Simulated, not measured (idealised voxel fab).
This section sets out a process module, namely voxel gate over fins.
We display cut, a cross-section 140 nm in width whose square cells are each 5 nm.
Cross-sections here: square-cell grids, written as top-down lists of bands, a band being one or more rows of cells.
A band entry consists of two parts. The first gives the height of the band's top and the height of its bottom, in nm. The rest lists the band's materials from left to right, each with its width in nm. A single material labelled with the word "everywhere" fills the band from edge to edge, and the word "blank" marks empty space.
Height reference: 0 = level under which incoming wafer is all one material. Lowest band: no bottom, runs on downward, e.g. "from 0 down".
Graded width ("30..40"): value in top row of band = first number; value in bottom row = second number; row-to-row change constant.
When a step is marked "remains unaltered", none of the cells in the cross-section changed during that step.
"Fully enclosed voids" means: voids of 8 cells or more that are shut off from the top with no open way through. Written width x height at distance, distance from the left edge, in nm.
Heads up: the bit after the settings on a step's line is the simulator's remark on that step.
On any step carrying a mask, the "overlay nm" setting, if present on the step's line, tells how far right of its planned place the mask lay; negative values point to the left.
Guide to the pairs. Each holds a before and an after cross-section around one process step; the after cross-section is cut off at the lowest band that changed. Look under the pair for the step between them and its settings. Pairs can come from different runs of this module on the same starting wafer, so a pair follows on from the one above it only where its entry headed "Pre-step snapshot" says it does.

Pre-step snapshot
- from 20 to 5  blank 60 nm / resist 15 nm / blank 65 nm
- from 5 to 0  SiO2 30 nm / SiN 15 nm / SiO2 45 nm / SiN 15 nm / SiO2 35 nm
- from 0 to -45  SiO2 35 nm / Si 5 nm / SiO2 55 nm / Si 5 nm / SiO2 40 nm
- from -45 down  Si everywhere
- Fully enclosed voids: none

Resulting Structure
- from 20 to 5  blank 60 nm / resist 15 nm / blank 65 nm
- from 5 to 0  blank 30 nm / SiN 15 nm / blank 15 nm / SiO2 15 nm / blank 15 nm / SiN 15 nm / blank 35 nm
- from 0 to -35  blank 30 nm / SiO2 5 nm / Si 5 nm / SiO2 5 nm / blank 15 nm / SiO2 15 nm / blank 15 nm / SiO2 5 nm / Si 5 nm / SiO2 5 nm / blank 35 nm
- Whatever lies below -35 is exactly as it was before.
- Fully enclosed voids: none
the step between: op DIRECTIONAL_ETCH | etch materials SiO2 | depth nm 40

Pre-step snapshot: just use the after drawing of the pair above as your starting point.

Resulting Structure
- from 5 to 0  blank 30 nm / SiN 15 nm / blank 15 nm / SiO2 15 nm / blank 15 nm / SiN 15 nm / blank 35 nm
- Whatever lies below 0 is exactly as it was before.
- Fully enclosed voids: none
the step between: op STRIP | etch materials resist

Pre-step snapshot: just use the after drawing of the pair above as your starting point.

Resulting Structure
- from 10 to 5  blank 25 nm / TiN 25 nm / blank 5 nm / TiN 25 nm / blank 5 nm / TiN 25 nm / blank 30 nm
- from 5 to 0  blank 25 nm / TiN 5 nm / SiN 15 nm / TiN 5 nm / blank 5 nm / TiN 5 nm / SiO2 15 nm / TiN 5 nm / blank 5 nm / TiN 5 nm / SiN 15 nm / TiN 5 nm / blank 30 nm
- from 0 to -30  blank 25 nm / TiN 5 nm / SiO2 5 nm / Si 5 nm / SiO2 5 nm / TiN 5 nm / blank 5 nm / TiN 5 nm / SiO2 15 nm / TiN 5 nm / blank 5 nm / TiN 5 nm / SiO2 5 nm / Si 5 nm / SiO2 5 nm / TiN 5 nm / blank 30 nm
- from -30 to -35  TiN 30 nm / SiO2 5 nm / Si 5 nm / SiO2 5 nm / TiN 15 nm / SiO2 15 nm / TiN 15 nm / SiO2 5 nm / Si 5 nm / SiO2 5 nm / TiN 35 nm
- Whatever lies below -35 is exactly as it was before.
- Fully enclosed voids: none
the step between: op CONFORMAL_DEP | material TiN | thk nm 5

Pre-step snapshot: just use the after drawing of the pair above as your starting point.

Resulting Structure
- from 20 to 10  W everywhere
- from 10 to 5  W 25 nm / TiN 25 nm / W 5 nm / TiN 25 nm / W 5 nm / TiN 25 nm / W 30 nm
- from 5 to 0  W 25 nm / TiN 5 nm / SiN 15 nm / TiN 5 nm / W 5 nm / TiN 5 nm / SiO2 15 nm / TiN 5 nm / W 5 nm / TiN 5 nm / SiN 15 nm / TiN 5 nm / W 30 nm
- from 0 to -30  W 25 nm / TiN 5 nm / SiO2 5 nm / Si 5 nm / SiO2 5 nm / TiN 5 nm / W 5 nm / TiN 5 nm / SiO2 15 nm / TiN 5 nm / W 5 nm / TiN 5 nm / SiO2 5 nm / Si 5 nm / SiO2 5 nm / TiN 5 nm / W 30 nm
- Whatever lies below -30 is exactly as it was before.
- Fully enclosed voids: none
the step between: op FILL_DEP | material W | thk nm 10

Pre-step snapshot: just use the after drawing of the pair above as your starting point.

Resulting Structure
- from 5 to 0  W 25 nm / TiN 5 nm / SiN 15 nm / TiN 5 nm / W 5 nm / TiN 5 nm / SiO2 15 nm / TiN 5 nm / W 5 nm / TiN 5 nm / SiN 15 nm / TiN 5 nm / W 30 nm
- Whatever lies below 0 is exactly as it was before.
- Fully enclosed voids: none
the step between: op CMP | height nm 5

Pre-step snapshot: just use the after drawing of the pair above as your starting point.

Resulting Structure
- from 5 to 0  blank 30 nm / SiN 15 nm / blank 15 nm / SiO2 15 nm / blank 15 nm / SiN 15 nm / blank 35 nm
- from 0 to -15  blank 30 nm / SiO2 5 nm / Si 5 nm / SiO2 5 nm / blank 15 nm / SiO2 15 nm / blank 15 nm / SiO2 5 nm / Si 5 nm / SiO2 5 nm / blank 35 nm
- Whatever lies below -15 is exactly as it was before.
- Fully enclosed voids: none
the step between: op SELECTIVE_ETCH | etch materials W Ru TiN | depth nm 20

Pre-step snapshot: just use the after drawing of the pair above as your starting point.

Resulting Structure
- from 10 to 5  SiO2 everywhere
- from 5 to 0  SiO2 30 nm / SiN 15 nm / SiO2 45 nm / SiN 15 nm / SiO2 35 nm
- from 0 to -15  SiO2 35 nm / Si 5 nm / SiO2 55 nm / Si 5 nm / SiO2 40 nm
- Whatever lies below -15 is exactly as it was before.
- Fully enclosed voids: none
the step between: op FILL_DEP | material SiO2 | thk nm 5

Pre-step snapshot: just use the after drawing of the pair above as your starting point.

Resulting Structure
- from 5 to 0  SiO2 30 nm / SiN 15 nm / SiO2 45 nm / SiN 15 nm / SiO2 35 nm
- Whatever lies below 0 is exactly as it was before.
- Fully enclosed voids: none
the step between: op CMP | height nm 5

Pre-step snapshot: just use the after drawing of the pair above as your starting point.

Resulting Structure
- from 5 to 0  blank 30 nm / SiN 15 nm / blank 45 nm / SiN 15 nm / blank 35 nm
- from 0 to -10  blank 35 nm / Si 5 nm / blank 55 nm / Si 5 nm / blank 40 nm
- Whatever lies below -10 is exactly as it was before.
- Fully enclosed voids: none
the step between: op SELECTIVE_ETCH | etch materials SiO2 | depth nm 15

Pre-step snapshot: just use the after drawing of the pair above as your starting point.

Resulting Structure
- from 0 to -10  blank 35 nm / Si 5 nm / blank 55 nm / Si 5 nm / blank 40 nm
- Whatever lies below -10 is exactly as it was before.
- Fully enclosed voids: none
the step between: op STRIP | etch materials SiN

Pre-step snapshot: just use the after drawing of the pair above as your starting point.

Resulting Structure
- from 5 to 0  blank 30 nm / HfO2 15 nm / blank 45 nm / HfO2 15 nm / blank 35 nm
- from 0 to -5  blank 30 nm / HfO2 5 nm / Si 5 nm / HfO2 5 nm / blank 45 nm / HfO2 5 nm / Si 5 nm / HfO2 5 nm / blank 35 nm
- from -5 to -10  HfO2 35 nm / Si 5 nm / HfO2 55 nm / Si 5 nm / HfO2 40 nm
- Whatever lies below -10 is exactly as it was before.
- Fully enclosed voids: none
the step between: op CONFORMAL_DEP | material HfO2 | thk nm 5

Pre-step snapshot: just use the after drawing of the pair above as your starting point.

Resulting Structure
- from 10 to 5  blank 25 nm / TiN 25 nm / blank 35 nm / TiN 25 nm / blank 30 nm
- from 5 to 0  blank 25 nm / TiN 5 nm / HfO2 15 nm / TiN 5 nm / blank 35 nm / TiN 5 nm / HfO2 15 nm / TiN 5 nm / blank 30 nm
- from 0 to -5  TiN 30 nm / HfO2 5 nm / Si 5 nm / HfO2 5 nm / TiN 45 nm / HfO2 5 nm / Si 5 nm / HfO2 5 nm / TiN 35 nm
- Whatever lies below -5 is exactly as it was before.
- Fully enclosed voids: none
the step between: op CONFORMAL_DEP | material TiN | thk nm 5

Pre-step snapshot: just use the after drawing of the pair above as your starting point.

Resulting Structure
- from 15 to 10  blank 20 nm / TiAl 35 nm / blank 25 nm / TiAl 35 nm / blank 25 nm
- from 10 to 5  blank 20 nm / TiAl 5 nm / TiN 25 nm / TiAl 5 nm / blank 25 nm / TiAl 5 nm / TiN 25 nm / TiAl 5 nm / blank 25 nm
- from 5 to 0  TiAl 25 nm / TiN 5 nm / HfO2 15 nm / TiN 5 nm / TiAl 35 nm / TiN 5 nm / HfO2 15 nm / TiN 5 nm / TiAl 30 nm
- Whatever lies below 0 is exactly as it was before.
- Fully enclosed voids: none
the step between: op CONFORMAL_DEP | material TiAl | thk nm 5

Pre-step snapshot: just use the after drawing of the pair above as your starting point.

Resulting Structure
- from 20 to 15  blank 15 nm / TiN 45 nm / blank 15 nm / TiN 45 nm / blank 20 nm
- from 15 to 10  blank 15 nm / TiN 5 nm / TiAl 35 nm / TiN 5 nm / blank 15 nm / TiN 5 nm / TiAl 35 nm / TiN 5 nm / blank 20 nm
- from 10 to 5  TiN 20 nm / TiAl 5 nm / TiN 25 nm / TiAl 5 nm / TiN 25 nm / TiAl 5 nm / TiN 25 nm / TiAl 5 nm / TiN 25 nm
- Whatever lies below 5 is exactly as it was before.
- Fully enclosed voids: none
the step between: op CONFORMAL_DEP | material TiN | thk nm 5

Pre-step snapshot: just use the after drawing of the pair above as your starting point.

Resulting Structure
- from 30 to 20  W everywhere
- from 20 to 15  W 15 nm / TiN 45 nm / W 15 nm / TiN 45 nm / W 20 nm
- from 15 to 10  W 15 nm / TiN 5 nm / TiAl 35 nm / TiN 5 nm / W 15 nm / TiN 5 nm / TiAl 35 nm / TiN 5 nm / W 20 nm
- Whatever lies below 10 is exactly as it was before.
- Fully enclosed voids: none
the step between: op FILL_DEP | material W | thk nm 10

Pre-step snapshot: just use the after drawing of the pair above as your starting point.

Resulting Structure
- from 25 to 20  W everywhere
- Whatever lies below 20 is exactly as it was before.
- Fully enclosed voids: none
the step between: op CMP | height nm 25

Pre-step snapshot: just use the after drawing of the pair above as your starting point.

Resulting Structure
- from 35 to 25  SiCN everywhere
- Whatever lies below 25 is exactly as it was before.
- Fully enclosed voids: none
the step between: op CONFORMAL_DEP | material SiCN | thk nm 10
